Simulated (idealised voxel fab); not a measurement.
Process module name: voxel wiring stack
Pictured: cross-section cut, 190 nm wide, on a grid of 5 nm square cells.
Think of the cross-section as a grid of square cells. We describe it in bands, top to bottom, and each band covers one or more rows of those cells. Each band's line starts with the height of the band's top and of its bottom, in nm. Then come its materials from left to right, each with its width in nm. One material with "everywhere" fills the band from edge to edge. "blank" is empty space. We count height from 0. Below that, the starting wafer is all one material. The lowest band never ends at the bottom but goes on down; see "0 and below" for how that is written. Width "30 to 40": first value at the band's top row of cells, second value at its bottom row, equal change from row to row. Any step labelled "stayed the same" changed none of the cells in the cross-section. Look at "Internal closed voids" for the closed voids: empty spaces with no open path to the top, sized 8 cells or up. Each is width x height at distance, distance from the left edge, all nm. On a step's line, text after the settings is the simulator commenting on that step. "overlay nm" on a masked step: distance the mask lay right of its planned place, negative for left.

-- Process steps (planned)
1) RECEIVE | material Si
2) CONFORMAL_DEP | material SiO2 | thk nm 15
3) CONFORMAL_DEP | material SiN | thk nm 5
4) DIRECTIONAL_DEP | material lowk | thk nm 20
5) PATTERN | tone open | mask id METAL_1 | material resist | width nm 25 | pitch nm 45 | thk nm 15 | overlay nm 0
6) DIRECTIONAL_ETCH | etch materials lowk | depth nm 20
7) DIRECTIONAL_ETCH | etch materials SiN | depth nm 5
8) STRIP | etch materials resist
9) CONFORMAL_DEP | material TiN | thk nm 5
10) FILL_DEP | material Cu | thk nm 10
11) CMP | height nm 40
12) CONFORMAL_DEP | material SiCN | thk nm 5
13) DIRECTIONAL_DEP | material lowk | thk nm 10
14) PATTERN | tone open | mask id PLUG_1 | material resist | width nm 15 | pitch nm 90 | thk nm 20 | overlay nm 0
15) DIRECTIONAL_ETCH | etch materials lowk | depth nm 10
16) DIRECTIONAL_ETCH | etch materials SiCN | depth nm 5
17) STRIP | etch materials resist
18) CONFORMAL_DEP | material TiN | thk nm 5
19) FILL_DEP | material W | thk nm 5
20) CMP | height nm 55
21) CONFORMAL_DEP | material SiN | thk nm 5
22) DIRECTIONAL_DEP | material lowk | thk nm 20
23) MASKED_ETCH | tone open | mask id METAL_2 | width nm 25 | pitch nm 45 | etch materials lowk | depth nm 20 | overlay nm 0
24) MASKED_ETCH | tone open | mask id METAL_2 | width nm 25 | pitch nm 45 | etch materials SiN | depth nm 5 | overlay nm 0
25) CONFORMAL_DEP | material TiN | thk nm 5
26) FILL_DEP | material Cu | thk nm 10
27) CMP | height nm 80
28) EPI | material Ru | thk nm 5
29) FILL_DEP | material SiCN | thk nm 5

-- Incoming wafer, cross-sectional view, post step 1
> 0 and below  Si everywhere
> Internal closed voids: none

-- Look at the cross-section after the module: the wafer started out the way shown above and the plan was the one shown above, yet one mistake was made along the way
> 90 down to 85  SiCN everywhere
> 85 down to 80  SiCN 10 nm  Ru 35 nm  SiCN 10 nm  Ru 35 nm  SiCN 10 nm  Ru 35 nm  SiCN 10 nm  Ru 35 nm  SiCN 10 nm
> 80 down to 60  lowk 15 nm  TiN 5 nm  Cu 15 nm  TiN 5 nm  lowk 20 nm  TiN 5 nm  Cu 15 nm  TiN 5 nm  lowk 20 nm  TiN 5 nm  Cu 15 nm  TiN 5 nm  lowk 20 nm  TiN 5 nm  Cu 15 nm  TiN 5 nm  lowk 15 nm
> 60 down to 55  SiN 15 nm  TiN 25 nm  SiN 20 nm  TiN 25 nm  SiN 20 nm  TiN 25 nm  SiN 20 nm  TiN 25 nm  SiN 15 nm
> 55 down to 45  lowk 15 nm  TiN 5 nm  W 5 nm  TiN 5 nm  lowk 75 nm  TiN 5 nm  W 5 nm  TiN 5 nm  lowk 70 nm
> 45 down to 40  SiCN 15 nm  TiN 15 nm  SiCN 75 nm  TiN 15 nm  SiCN 70 nm
> 40 down to 35  SiN 15 nm  TiN 25 nm  SiN 20 nm  TiN 25 nm  SiN 20 nm  TiN 25 nm  SiN 20 nm  TiN 25 nm  SiN 15 nm
> 35 down to 15  lowk everywhere
> 15 down to 0  SiO2 everywhere
> 0 and below  Si everywhere
> Internal closed voids: none
What broke from the plan during processing? steps 3 and 4 run out of order (swapped)
